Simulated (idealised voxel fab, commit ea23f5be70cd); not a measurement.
process module | voxel self aligned vias
cross-section cut | 210 nm wide | cells 5 nm
A cross-section is a grid of square cells, given in bands from the top down. A band is one or more rows of cells.
Each band's line starts with the height of the band's top and of its bottom, in nm. Then come its materials from left to right, each with its width in nm. One material with "throughout" fills the band from edge to edge. "air" is empty space.
Height 0 is the level under which the wafer as received is all one material. The lowest band goes on downwards, as in "0 down".
A width such as "30 to 40" changes by the same amount from each row of cells to the next, from the band's top row to its bottom row.
"no change" after a step means that no cell of the cross-section changed.
closed voids: empty space of 8 cells or more with no open way to the top, each as width x height at its distance from the left edge, in nm
after a step's settings: what the simulator itself notes on the step
overlay nm, on a step with a mask: how far to the right of its planned place the mask lay; to the left if negative
plan
1 op RECEIVE | material Si
2 op CONFORMAL_DEP | material SiO2 | thk nm 15
3 op CONFORMAL_DEP | material SiCN | thk nm 5
4 op DIRECTIONAL_DEP | material lowk | thk nm 20
5 op DIRECTIONAL_DEP | material aC | thk nm 10
6 op PATTERN | tone open | mask id LINES | material resist | width nm 25 | pitch nm 65 | thk nm 25 | overlay nm 0
7 op DIRECTIONAL_ETCH | etch materials aC | depth nm 10
8 op STRIP | etch materials resist
9 op DIRECTIONAL_ETCH | etch materials lowk | depth nm 20
10 op STRIP | etch materials aC
11 op CONFORMAL_DEP | material TiN | thk nm 5
12 op FILL_DEP | material Ru | thk nm 10
13 op CMP | height nm 40
14 op SELECTIVE_ETCH | etch materials W Ru TiN | depth nm 10
15 op FILL_DEP | material SiN | thk nm 10
16 op CMP | height nm 40
17 op DIRECTIONAL_DEP | material lowk | thk nm 15
18 op PATTERN | tone open | mask id VIAS | material resist | width nm 45 | pitch nm 65 | thk nm 15 | overlay nm 0
19 op DIRECTIONAL_ETCH | etch materials lowk | depth nm 15
20 op DIRECTIONAL_ETCH | etch materials SiN | depth nm 10
21 op STRIP | etch materials resist
22 op CONFORMAL_DEP | material TiN | thk nm 5
23 op FILL_DEP | material W | thk nm 5
24 op CMP | height nm 55
25 op CONFORMAL_DEP | material SiN | thk nm 5
first wafer, as planned
as received, after step 1
  0 down: Si throughout
  closed voids: none
after step 2
  15 to 0: SiO2 throughout
  below 0: unchanged
after step 3
  20 to 15: SiCN throughout
  below 15: unchanged
after step 4
  40 to 20: lowk throughout
  below 20: unchanged
after step 5
  50 to 40: aC throughout
  below 40: unchanged
after step 6
  75 to 50: resist 25 | air 25 | resist 40 | air 25 | resist 40 | air 25 | resist 30
  below 50: unchanged
after step 7
  65 to 50: resist 25 | air 25 | resist 40 | air 25 | resist 40 | air 25 | resist 30
  50 to 40: aC 25 | air 25 | aC 40 | air 25 | aC 40 | air 25 | aC 30
  below 40: unchanged
after step 8
  50 to 40: aC 25 | air 25 | aC 40 | air 25 | aC 40 | air 25 | aC 30
  below 40: unchanged
after step 9
  50 to 40: aC 25 | air 25 | aC 40 | air 25 | aC 40 | air 25 | aC 30
  40 to 20: lowk 25 | air 25 | lowk 40 | air 25 | lowk 40 | air 25 | lowk 30
  below 20: unchanged
after step 10
  40 to 20: lowk 25 | air 25 | lowk 40 | air 25 | lowk 40 | air 25 | lowk 30
  below 20: unchanged
after step 11
  45 to 40: TiN 30 | air 15 | TiN 50 | air 15 | TiN 50 | air 15 | TiN 35
  40 to 25: lowk 25 | TiN 5 | air 15 | TiN 5 | lowk 40 | TiN 5 | air 15 | TiN 5 | lowk 40 | TiN 5 | air 15 | TiN 5 | lowk 30
  25 to 20: lowk 25 | TiN 25 | lowk 40 | TiN 25 | lowk 40 | TiN 25 | lowk 30
  below 20: unchanged
after step 12
  55 to 45: Ru throughout
  45 to 40: TiN 30 | Ru 15 | TiN 50 | Ru 15 | TiN 50 | Ru 15 | TiN 35
  40 to 25: lowk 25 | TiN 5 | Ru 15 | TiN 5 | lowk 40 | TiN 5 | Ru 15 | TiN 5 | lowk 40 | TiN 5 | Ru 15 | TiN 5 | lowk 30
  below 25: unchanged
after step 13
  40 to 25: lowk 25 | TiN 5 | Ru 15 | TiN 5 | lowk 40 | TiN 5 | Ru 15 | TiN 5 | lowk 40 | TiN 5 | Ru 15 | TiN 5 | lowk 30
  below 25: unchanged
after step 14
  40 to 30: lowk 25 | air 25 | lowk 40 | air 25 | lowk 40 | air 25 | lowk 30
  below 30: unchanged
after step 15
  50 to 40: SiN throughout
  40 to 30: lowk 25 | SiN 25 | lowk 40 | SiN 25 | lowk 40 | SiN 25 | lowk 30
  below 30: unchanged
after step 16
  40 to 30: lowk 25 | SiN 25 | lowk 40 | SiN 25 | lowk 40 | SiN 25 | lowk 30
  below 30: unchanged
after step 17
  55 to 40: lowk throughout
  below 40: unchanged
after step 18
  70 to 55: resist 15 | air 45 | resist 20 | air 45 | resist 20 | air 45 | resist 20
  below 55: unchanged
after step 19
  70 to 55: resist 15 | air 45 | resist 20 | air 45 | resist 20 | air 45 | resist 20
  55 to 40: lowk 15 | air 45 | lowk 20 | air 45 | lowk 20 | air 45 | lowk 20
  below 40: unchanged
after step 20
  70 to 55: resist 15 | air 45 | resist 20 | air 45 | resist 20 | air 45 | resist 20
  55 to 40: lowk 15 | air 45 | lowk 20 | air 45 | lowk 20 | air 45 | lowk 20
  40 to 30: lowk 25 | air 25 | lowk 40 | air 25 | lowk 40 | air 25 | lowk 30
  below 30: unchanged
after step 21
  55 to 40: lowk 15 | air 45 | lowk 20 | air 45 | lowk 20 | air 45 | lowk 20
  below 40: unchanged
after step 22
  60 to 55: TiN 20 | air 35 | TiN 30 | air 35 | TiN 30 | air 35 | TiN 25
  55 to 45: lowk 15 | TiN 5 | air 35 | TiN 5 | lowk 20 | TiN 5 | air 35 | TiN 5 | lowk 20 | TiN 5 | air 35 | TiN 5 | lowk 20
  45 to 35: lowk 15 to 25 | TiN 15 to 5 | air 15 | TiN 15 to 5 | lowk 20 to 40 | TiN 15 to 5 | air 15 | TiN 15 to 5 | lowk 20 to 40 | TiN 15 to 5 | air 15 | TiN 15 to 5 | lowk 20 to 30
  35 to 30: lowk 25 | TiN 25 | lowk 40 | TiN 25 | lowk 40 | TiN 25 | lowk 30
  below 30: unchanged
after step 23
  65 to 60: W throughout
  60 to 55: TiN 20 | W 35 | TiN 30 | W 35 | TiN 30 | W 35 | TiN 25
  55 to 45: lowk 15 | TiN 5 | W 35 | TiN 5 | lowk 20 | TiN 5 | W 35 | TiN 5 | lowk 20 | TiN 5 | W 35 | TiN 5 | lowk 20
  45 to 35: lowk 15 to 25 | TiN 15 to 5 | W 15 | TiN 15 to 5 | lowk 20 to 40 | TiN 15 to 5 | W 15 | TiN 15 to 5 | lowk 20 to 40 | TiN 15 to 5 | W 15 | TiN 15 to 5 | lowk 20 to 30
  below 35: unchanged
after step 24
  55 to 45: lowk 15 | TiN 5 | W 35 | TiN 5 | lowk 20 | TiN 5 | W 35 | TiN 5 | lowk 20 | TiN 5 | W 35 | TiN 5 | lowk 20
  below 45: unchanged
after step 25
  60 to 55: SiN throughout
  below 55: unchanged
second wafer: like start, like plan, one mistake. Through step 2 it matches the first wafer
when step 3 should have ended: no change
when step 4 should have ended
  35 to 15: lowk throughout
  below 15: unchanged
when step 5 should have ended
  45 to 35: aC throughout
  below 35: unchanged
when step 6 should have ended
  70 to 45: resist 25 | air 25 | resist 40 | air 25 | resist 40 | air 25 | resist 30
  below 45: unchanged
when step 7 should have ended
  60 to 45: resist 25 | air 25 | resist 40 | air 25 | resist 40 | air 25 | resist 30
  45 to 35: aC 25 | air 25 | aC 40 | air 25 | aC 40 | air 25 | aC 30
  below 35: unchanged
when step 8 should have ended
  45 to 35: aC 25 | air 25 | aC 40 | air 25 | aC 40 | air 25 | aC 30
  below 35: unchanged
when step 9 should have ended
  45 to 35: aC 25 | air 25 | aC 40 | air 25 | aC 40 | air 25 | aC 30
  35 to 15: lowk 25 | air 25 | lowk 40 | air 25 | lowk 40 | air 25 | lowk 30
  below 15: unchanged
when step 10 should have ended
  35 to 15: lowk 25 | air 25 | lowk 40 | air 25 | lowk 40 | air 25 | lowk 30
  below 15: unchanged
when step 11 should have ended
  40 to 35: TiN 30 | air 15 | TiN 50 | air 15 | TiN 50 | air 15 | TiN 35
  35 to 20: lowk 25 | TiN 5 | air 15 | TiN 5 | lowk 40 | TiN 5 | air 15 | TiN 5 | lowk 40 | TiN 5 | air 15 | TiN 5 | lowk 30
  20 to 15: lowk 25 | TiN 25 | lowk 40 | TiN 25 | lowk 40 | TiN 25 | lowk 30
  below 15: unchanged
when step 12 should have ended
  50 to 40: Ru throughout
  40 to 35: TiN 30 | Ru 15 | TiN 50 | Ru 15 | TiN 50 | Ru 15 | TiN 35
  35 to 20: lowk 25 | TiN 5 | Ru 15 | TiN 5 | lowk 40 | TiN 5 | Ru 15 | TiN 5 | lowk 40 | TiN 5 | Ru 15 | TiN 5 | lowk 30
  below 20: unchanged
when step 13 should have ended
  40 to 35: TiN 30 | Ru 15 | TiN 50 | Ru 15 | TiN 50 | Ru 15 | TiN 35
  below 35: unchanged
when step 14 should have ended
  35 to 30: lowk 25 | air 25 | lowk 40 | air 25 | lowk 40 | air 25 | lowk 30
  below 30: unchanged
when step 15 should have ended
  45 to 35: SiN throughout
  35 to 30: lowk 25 | SiN 25 | lowk 40 | SiN 25 | lowk 40 | SiN 25 | lowk 30
  below 30: unchanged
when step 16 should have ended
  40 to 35: SiN throughout
  below 35: unchanged
when step 17 should have ended
  55 to 40: lowk throughout
  below 40: unchanged
when step 18 should have ended
  70 to 55: resist 15 | air 45 | resist 20 | air 45 | resist 20 | air 45 | resist 20
  below 55: unchanged
when step 19 should have ended
  70 to 55: resist 15 | air 45 | resist 20 | air 45 | resist 20 | air 45 | resist 20
  55 to 40: lowk 15 | air 45 | lowk 20 | air 45 | lowk 20 | air 45 | lowk 20
  below 40: unchanged
when step 20 should have ended
  70 to 55: resist 15 | air 45 | resist 20 | air 45 | resist 20 | air 45 | resist 20
  55 to 40: lowk 15 | air 45 | lowk 20 | air 45 | lowk 20 | air 45 | lowk 20
  40 to 35: SiN 15 | air 45 | SiN 20 | air 45 | SiN 20 | air 45 | SiN 20
  35 to 30: lowk 25 | air 25 | lowk 40 | air 25 | lowk 40 | air 25 | lowk 30
  below 30: unchanged
when step 21 should have ended
  55 to 40: lowk 15 | air 45 | lowk 20 | air 45 | lowk 20 | air 45 | lowk 20
  below 40: unchanged
when step 22 should have ended
  60 to 55: TiN 20 | air 35 | TiN 30 | air 35 | TiN 30 | air 35 | TiN 25
  55 to 40: lowk 15 | TiN 5 | air 35 | TiN 5 | lowk 20 | TiN 5 | air 35 | TiN 5 | lowk 20 | TiN 5 | air 35 | TiN 5 | lowk 20
  40 to 35: SiN 15 | TiN 15 | air 15 | TiN 15 | SiN 20 | TiN 15 | air 15 | TiN 15 | SiN 20 | TiN 15 | air 15 | TiN 15 | SiN 20
  35 to 30: lowk 25 | TiN 25 | lowk 40 | TiN 25 | lowk 40 | TiN 25 | lowk 30
  below 30: unchanged
when step 23 should have ended
  65 to 60: W throughout
  60 to 55: TiN 20 | W 35 | TiN 30 | W 35 | TiN 30 | W 35 | TiN 25
  55 to 40: lowk 15 | TiN 5 | W 35 | TiN 5 | lowk 20 | TiN 5 | W 35 | TiN 5 | lowk 20 | TiN 5 | W 35 | TiN 5 | lowk 20
  40 to 35: SiN 15 | TiN 15 | W 15 | TiN 15 | SiN 20 | TiN 15 | W 15 | TiN 15 | SiN 20 | TiN 15 | W 15 | TiN 15 | SiN 20
  below 35: unchanged
when step 24 should have ended
  55 to 40: lowk 15 | TiN 5 | W 35 | TiN 5 | lowk 20 | TiN 5 | W 35 | TiN 5 | lowk 20 | TiN 5 | W 35 | TiN 5 | lowk 20
  below 40: unchanged
when step 25 should have ended
  60 to 55: SiN throughout
  below 55: unchanged
what went wrong: step 3 was left out
at the end the second wafer has, in cells: 9 more of Ru | 42 fewer of SiCN | 15 more of SiN | 6 more of TiN | 12 more of W
